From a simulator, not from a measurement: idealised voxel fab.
Presented below is a process module, voxel self aligned contacts.
This is section cut - it's 235 nm across, gridded in 5 nm square cells.
Cross-section layout: square cells on a grid; listed as bands, top to bottom; a band spans one or more cell rows. In this notation a band is specified by the heights of its top and bottom, in that order and in nm, after which its materials appear from left to right, each paired with its width in nm. The word "edge to edge" attached to a single material means that material fills the band from edge to edge; the word "blank" stands for empty space. It should be noted that heights are counted from 0, beneath which the wafer as supplied is of one material throughout, and that the lowest band possesses no lower boundary but continues downward, as written in "0..down". The two numbers in a width such as "30..40" mark its ends across the band: the first belongs to the top row of cells, the second to the bottom row, and from each row to the next the width moves by the same amount. For the purposes of this document, the phrase "all unchanged" attached to a step denotes that no cell within the cross-section was modified by that step. In the "Closed void roster" entry, you get each enclosed empty space of 8 cells or more, one with no open way to the top, written width x height at distance, distance from the left edge, in nm. Heads up: the bit after the settings on a step's line is the simulator's remark on that step. overlay nm: for a step with a mask, the amount by which the mask lay right of where it was planned; a negative amount means left of it.
The process steps that were planned are listed below:
1 RECEIVE with material Si
2 OXIDIZE with depth nm 5
3 DIRECTIONAL_DEP with material polySi, thk nm 25
4 DIRECTIONAL_DEP with material SiN, thk nm 15
5 PATTERN with tone cover, mask id GATE, material resist, width nm 25, pitch nm 60, thk nm 15, overlay nm 0
6 DIRECTIONAL_ETCH with etch materials SiN, depth nm 15
7 DIRECTIONAL_ETCH with etch materials polySi, depth nm 25
8 STRIP with etch materials resist
9 CONFORMAL_DEP with material SiN, thk nm 5
10 DIRECTIONAL_ETCH with etch materials SiN, depth nm 5
11 FILL_DEP with material SiO2, thk nm 15
12 CMP with height nm 50
13 MASKED_ETCH with tone open, mask id CONTACT, width nm 45, etch materials SiO2, depth nm 55, overlay nm 0
14 CONFORMAL_DEP with material TiN, thk nm 5
15 FILL_DEP with material Ru, thk nm 10
16 CMP with height nm 50
17 CONFORMAL_DEP with material SiN, thk nm 5
The following pertains to the first of two wafers, which was processed as planned:
as received, after step 1:
- 0..down | Si edge to edge
- Closed void roster: none
Cross-section of the wafer after step 2:
- 0..-5 | SiO2 edge to edge
- Heights below -5 show no change.
Cross-section of the wafer after step 3:
- 25..0 | polySi edge to edge
- Heights below 0 show no change.
Cross-section of the wafer after step 4:
- 40..25 | SiN edge to edge
- Heights below 25 show no change.
Cross-section of the wafer after step 5:
- 55..40 | blank (75) / resist (25) / blank (35) / resist (25) / blank (75)
- Heights below 40 show no change.
Cross-section of the wafer after step 6:
- 55..40 | blank (75) / resist (25) / blank (35) / resist (25) / blank (75)
- 40..25 | blank (75) / SiN (25) / blank (35) / SiN (25) / blank (75)
- Heights below 25 show no change.
Cross-section of the wafer after step 7:
- 55..40 | blank (75) / resist (25) / blank (35) / resist (25) / blank (75)
- 40..25 | blank (75) / SiN (25) / blank (35) / SiN (25) / blank (75)
- 25..0 | blank (75) / polySi (25) / blank (35) / polySi (25) / blank (75)
- Heights below 0 show no change.
Cross-section of the wafer after step 8:
- 40..25 | blank (75) / SiN (25) / blank (35) / SiN (25) / blank (75)
- Heights below 25 show no change.
Cross-section of the wafer after step 9:
- 45..25 | blank (70) / SiN (35) / blank (25) / SiN (35) / blank (70)
- 25..5 | blank (70) / SiN (5) / polySi (25) / SiN (5) / blank (25) / SiN (5) / polySi (25) / SiN (5) / blank (70)
- 5..0 | SiN (75) / polySi (25) / SiN (35) / polySi (25) / SiN (75)
- Heights below 0 show no change.
Cross-section of the wafer after step 10:
- 40..25 | blank (70) / SiN (35) / blank (25) / SiN (35) / blank (70)
- 25..0 | blank (70) / SiN (5) / polySi (25) / SiN (5) / blank (25) / SiN (5) / polySi (25) / SiN (5) / blank (70)
- Heights below 0 show no change.
Cross-section of the wafer after step 11:
- 55..40 | SiO2 edge to edge
- 40..25 | SiO2 (70) / SiN (35) / SiO2 (25) / SiN (35) / SiO2 (70)
- 25..0 | SiO2 (70) / SiN (5) / polySi (25) / SiN (5) / SiO2 (25) / SiN (5) / polySi (25) / SiN (5) / SiO2 (70)
- Heights below 0 show no change.
Cross-section of the wafer after step 12:
- 50..40 | SiO2 edge to edge
- Heights below 40 show no change.
Cross-section of the wafer after step 13:
- 50..40 | SiO2 (95) / blank (45) / SiO2 (95)
- 40..25 | SiO2 (70) / SiN (35) / blank (25) / SiN (35) / SiO2 (70)
- 25..0 | SiO2 (70) / SiN (5) / polySi (25) / SiN (5) / blank (25) / SiN (5) / polySi (25) / SiN (5) / SiO2 (70)
- 0..-5 | SiO2 (105) / blank (25) / SiO2 (105)
- Heights below -5 show no change.
Cross-section of the wafer after step 14:
- 55..50 | TiN (100) / blank (35) / TiN (100)
- 50..40 | SiO2 (95) / TiN (5..15) / blank (35..15) / TiN (5..15) / SiO2 (95)
- 40..25 | SiO2 (70) / SiN (35) / TiN (5) / blank (15) / TiN (5) / SiN (35) / SiO2 (70)
- 25..0 | SiO2 (70) / SiN (5) / polySi (25) / SiN (5) / TiN (5) / blank (15) / TiN (5) / SiN (5) / polySi (25) / SiN (5) / SiO2 (70)
- 0..-5 | SiO2 (105) / TiN (25) / SiO2 (105)
- Heights below -5 show no change.
Cross-section of the wafer after step 15:
- 65..55 | Ru edge to edge
- 55..50 | TiN (100) / Ru (35) / TiN (100)
- 50..40 | SiO2 (95) / TiN (5..15) / Ru (35..15) / TiN (5..15) / SiO2 (95)
- 40..25 | SiO2 (70) / SiN (35) / TiN (5) / Ru (15) / TiN (5) / SiN (35) / SiO2 (70)
- 25..0 | SiO2 (70) / SiN (5) / polySi (25) / SiN (5) / TiN (5) / Ru (15) / TiN (5) / SiN (5) / polySi (25) / SiN (5) / SiO2 (70)
- Heights below 0 show no change.
Cross-section of the wafer after step 16:
- 50..40 | SiO2 (95) / TiN (5..15) / Ru (35..15) / TiN (5..15) / SiO2 (95)
- Heights below 40 show no change.
Cross-section of the wafer after step 17:
- 55..50 | SiN edge to edge
- Heights below 50 show no change.
Second wafer, same starting state and plan as the first, one mistake in the run, identical through step 4:
The second wafer cut through, at the time step 5 was supposed to be finished:
- 55..40 | blank (80) / resist (20) / blank (40) / resist (20) / blank (75)
- Heights below 40 show no change.
The second wafer cut through, at the time step 6 was supposed to be finished:
- 55..40 | blank (80) / resist (20) / blank (40) / resist (20) / blank (75)
- 40..25 | blank (80) / SiN (20) / blank (40) / SiN (20) / blank (75)
- Heights below 25 show no change.
The second wafer cut through, at the time step 7 was supposed to be finished:
- 55..40 | blank (80) / resist (20) / blank (40) / resist (20) / blank (75)
- 40..25 | blank (80) / SiN (20) / blank (40) / SiN (20) / blank (75)
- 25..0 | blank (80) / polySi (20) / blank (40) / polySi (20) / blank (75)
- Heights below 0 show no change.
The second wafer cut through, at the time step 8 was supposed to be finished:
- 40..25 | blank (80) / SiN (20) / blank (40) / SiN (20) / blank (75)
- Heights below 25 show no change.
The second wafer cut through, at the time step 9 was supposed to be finished:
- 45..25 | blank (75) / SiN (30) / blank (30) / SiN (30) / blank (70)
- 25..5 | blank (75) / SiN (5) / polySi (20) / SiN (5) / blank (30) / SiN (5) / polySi (20) / SiN (5) / blank (70)
- 5..0 | SiN (80) / polySi (20) / SiN (40) / polySi (20) / SiN (75)
- Heights below 0 show no change.
The second wafer cut through, at the time step 10 was supposed to be finished:
- 40..25 | blank (75) / SiN (30) / blank (30) / SiN (30) / blank (70)
- 25..0 | blank (75) / SiN (5) / polySi (20) / SiN (5) / blank (30) / SiN (5) / polySi (20) / SiN (5) / blank (70)
- Heights below 0 show no change.
The second wafer cut through, at the time step 11 was supposed to be finished:
- 55..40 | SiO2 edge to edge
- 40..25 | SiO2 (75) / SiN (30) / SiO2 (30) / SiN (30) / SiO2 (70)
- 25..0 | SiO2 (75) / SiN (5) / polySi (20) / SiN (5) / SiO2 (30) / SiN (5) / polySi (20) / SiN (5) / SiO2 (70)
- Heights below 0 show no change.
The second wafer cut through, at the time step 12 was supposed to be finished:
- 50..40 | SiO2 edge to edge
- Heights below 40 show no change.
The second wafer cut through, at the time step 13 was supposed to be finished:
- 50..40 | SiO2 (95) / blank (45) / SiO2 (95)
- 40..25 | SiO2 (75) / SiN (30) / blank (30) / SiN (30) / SiO2 (70)
- 25..0 | SiO2 (75) / SiN (5) / polySi (20) / SiN (5) / blank (30) / SiN (5) / polySi (20) / SiN (5) / SiO2 (70)
- 0..-5 | SiO2 (105) / blank (30) / SiO2 (100)
- Heights below -5 show no change.
The second wafer cut through, at the time step 14 was supposed to be finished:
- 55..50 | TiN (100) / blank (35) / TiN (100)
- 50..40 | SiO2 (95) / TiN (5..15) / blank (35..20) / TiN (5..10) / SiO2 (95)
- 40..25 | SiO2 (75) / SiN (30) / TiN (5) / blank (20) / TiN (5) / SiN (30) / SiO2 (70)
- 25..0 | SiO2 (75) / SiN (5) / polySi (20) / SiN (5) / TiN (5) / blank (20) / TiN (5) / SiN (5) / polySi (20) / SiN (5) / SiO2 (70)
- 0..-5 | SiO2 (105) / TiN (30) / SiO2 (100)
- Heights below -5 show no change.
The second wafer cut through, at the time step 15 was supposed to be finished:
- 65..55 | Ru edge to edge
- 55..50 | TiN (100) / Ru (35) / TiN (100)
- 50..40 | SiO2 (95) / TiN (5..15) / Ru (35..20) / TiN (5..10) / SiO2 (95)
- 40..25 | SiO2 (75) / SiN (30) / TiN (5) / Ru (20) / TiN (5) / SiN (30) / SiO2 (70)
- 25..0 | SiO2 (75) / SiN (5) / polySi (20) / SiN (5) / TiN (5) / Ru (20) / TiN (5) / SiN (5) / polySi (20) / SiN (5) / SiO2 (70)
- Heights below 0 show no change.
The second wafer cut through, at the time step 16 was supposed to be finished:
- 50..40 | SiO2 (95) / TiN (5..15) / Ru (35..20) / TiN (5..10) / SiO2 (95)
- Heights below 40 show no change.
The second wafer cut through, at the time step 17 was supposed to be finished:
- 55..50 | SiN edge to edge
- Heights below 50 show no change.
Plan not followed: step 5 ran differently from the plan; actual operation with settings: PATTERN with tone cover, mask id GATE, material resist, width nm 20, pitch nm 60, thk nm 15, overlay nm 0
Final tally in cells, some materials are higher or lower on the second wafer than on the first: Ru: 9 more; SiN: 6 fewer; SiO2: 7 more; polySi: 10 fewer
